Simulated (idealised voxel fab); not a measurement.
Module name: voxel capacitor over wiring (process module)
We display cut, a cross-section 250 nm in width whose square cells are each 5 nm.
A cross-section in this document is a grid of square cells, and it is written down as bands, the top band listed before the ones below it; a band is made up of one or more rows of cells. It is stipulated that each band's entry specify, in nanometres, the height of the top of the band and then that of its bottom, followed by the materials of the band in left-to-right sequence, each together with its width in nanometres. A single material marked by the word "edge to edge" is understood to fill the band from edge to edge; the word "empty" is understood to denote empty space. A quick word on heights: they are counted from 0, and under that level the wafer as it came to us is one material throughout. The lowest band is different from the rest in having no bottom; it simply continues downward, written as in "from 0 down". Think of "30->40" as a width that walks from the first number to the second as you go down the band, top row to bottom row, taking equal-sized steps from row to row. You'll sometimes find "nothing different" written for a step, and that's the way of saying that nowhere in the cross-section did a cell change during that step. Entry "Enclosed voids". Content: empty spaces with no open connection to the top, size 8 cells or greater. Each: width x height at distance. Distance: from left edge. Unit: nm. That trailing text on a step's line, after the settings, is the simulator's own remark on the step. Regarding "overlay nm": on a step with a mask, it is the distance the mask lay to the right of its planned place; a negative value places it to the left.

Planned step list for the process
1 RECEIVE with material Si
2 CONFORMAL_DEP with material SiO2, thk nm 15
3 CONFORMAL_DEP with material SiCN, thk nm 5
4 DIRECTIONAL_DEP with material lowk, thk nm 15
5 DIRECTIONAL_DEP with material aC, thk nm 15
6 PATTERN with tone open, mask id METAL_1, material resist, width nm 30, pitch nm 90, thk nm 30, overlay nm 0
7 DIRECTIONAL_ETCH with etch materials aC, depth nm 15
8 STRIP with etch materials resist
9 DIRECTIONAL_ETCH with etch materials lowk, depth nm 15
10 DIRECTIONAL_ETCH with etch materials SiCN, depth nm 5
11 STRIP with etch materials aC
12 CONFORMAL_DEP with material TiN, thk nm 5
13 FILL_DEP with material Cu, thk nm 10
14 CMP with height nm 35
15 CONFORMAL_DEP with material SiCN, thk nm 5
16 DIRECTIONAL_DEP with material SiO2, thk nm 15
17 MASKED_ETCH with tone open, mask id PLUG_1, width nm 15, etch materials SiO2, depth nm 15, overlay nm -15
18 MASKED_ETCH with tone open, mask id PLUG_1, width nm 15, etch materials SiCN, depth nm 5, overlay nm 0
19 EPI with material Ru, thk nm 10
20 EPI with material Ru, thk nm 10
21 DIRECTIONAL_DEP with material TiN, thk nm 10
22 DIRECTIONAL_DEP with material Al2O3, thk nm 5
23 DIRECTIONAL_DEP with material TiN, thk nm 10
24 MASKED_ETCH with tone cover, mask id UPPER_PLATE, width nm 65, etch materials TiN, depth nm 10, overlay nm 0
25 MASKED_ETCH with tone cover, mask id UPPER_PLATE, width nm 65, etch materials Al2O3, depth nm 5, overlay nm 0
26 PATTERN with tone cover, mask id LOWER_PLATE, material resist, width nm 75, thk nm 20, overlay nm 0
27 DIRECTIONAL_ETCH with etch materials TiN, depth nm 10
28 STRIP with etch materials resist
29 FILL_DEP with material SiO2, thk nm 15
30 CMP with height nm 90
31 PATTERN with tone open, mask id PLUG_2, material resist, width nm 15, thk nm 15, overlay nm 0
32 DIRECTIONAL_ETCH with etch materials SiO2, depth nm 10
33 STRIP with etch materials resist
34 CONFORMAL_DEP with material TiN, thk nm 5
35 FILL_DEP with material Ru, thk nm 5
36 CMP with height nm 90
37 CONFORMAL_DEP with material SiCN, thk nm 5
The wafers in this document start out alike and differ in the overlay nm applied at step 17; the plan shows the value used for the first wafer.

Here's the first of the wafers in cross-section, just as we got it, i.e. after step 1
	from 0 down: Si edge to edge
	Enclosed voids: none

The first of several wafers, seen in cross-section after the module's last step, step 37
	from 95 to 90: SiCN edge to edge
	from 90 to 85: SiO2: 90; TiN: 5; Ru: 5; TiN: 5; SiO2: 145
	from 85 to 80: SiO2: 90; TiN: 15; SiO2: 145
	from 80 to 70: SiO2: 80; TiN: 65; SiO2: 105
	from 70 to 65: SiO2: 80; Al2O3: 65; SiO2: 105
	from 65 to 55: SiO2: 80; TiN: 70; SiO2: 100
	from 55 to 50: SiO2 edge to edge
	from 50 to 40: SiO2: 75; TiN: 5; SiO2: 170
	from 40 to 35: SiCN edge to edge
	from 35 to 20: lowk: 65; TiN: 5; Cu: 20; TiN: 5; lowk: 60; TiN: 5; Cu: 20; TiN: 5; lowk: 65
	from 20 to 15: SiCN: 65; TiN: 30; SiCN: 60; TiN: 30; SiCN: 65
	from 15 to 0: SiO2 edge to edge
	from 0 down: Si edge to edge
	Enclosed voids: none

Final wafer cross-section at module end
	from 95 to 90: SiCN edge to edge
	from 90 to 85: SiO2: 90; TiN: 5; Ru: 5; TiN: 5; SiO2: 145
	from 85 to 80: SiO2: 90; TiN: 15; SiO2: 145
	from 80 to 70: SiO2: 80; TiN: 15; SiO2: 15; TiN: 35; SiO2: 105
	from 70 to 65: SiO2: 80; Al2O3: 15; SiO2: 15; Al2O3: 35; SiO2: 105
	from 65 to 55: SiO2: 75; TiN: 75; SiO2: 100
	from 55 to 50: SiO2: 95; Al2O3: 15; SiO2: 140
	from 50 to 40: SiO2: 95; TiN: 15; SiO2: 140
	from 40 to 35: SiCN edge to edge
	from 35 to 20: lowk: 65; TiN: 5; Cu: 20; TiN: 5; lowk: 60; TiN: 5; Cu: 20; TiN: 5; lowk: 65
	from 20 to 15: SiCN: 65; TiN: 30; SiCN: 60; TiN: 30; SiCN: 65
	from 15 to 0: SiO2 edge to edge
	from 0 down: Si edge to edge
	Enclosed voids: none

Wafer rows; end of module; cells per material since receipt: (+) gained, (-) lost; then closed voids
overlay nm -15; +13 Al2O3; +24 Cu; +1 Ru; +138 SiCN; +575 SiO2; +85 TiN; +114 lowk; Enclosed voids: none
overlay nm -10; +13 Al2O3; +24 Cu; +11 Ru; +137 SiCN; +566 SiO2; +85 TiN; +114 lowk; Enclosed voids: none
overlay nm -5; +13 Al2O3; +24 Cu; +12 Ru; +136 SiCN; +566 SiO2; +85 TiN; +114 lowk; Enclosed voids: none
overlay nm 0; +13 Al2O3; +24 Cu; +13 Ru; +135 SiCN; +566 SiO2; +85 TiN; +114 lowk; Enclosed voids: none
overlay nm 5; +13 Al2O3; +24 Cu; +12 Ru; +136 SiCN; +566 SiO2; +85 TiN; +114 lowk; Enclosed voids: none
overlay nm 10; +13 Al2O3; +24 Cu; +11 Ru; +137 SiCN; +566 SiO2; +85 TiN; +114 lowk; Enclosed voids: none
overlay nm 15; +13 Al2O3; +24 Cu; +1 Ru; +138 SiCN; +575 SiO2; +85 TiN; +114 lowk; Enclosed voids: none
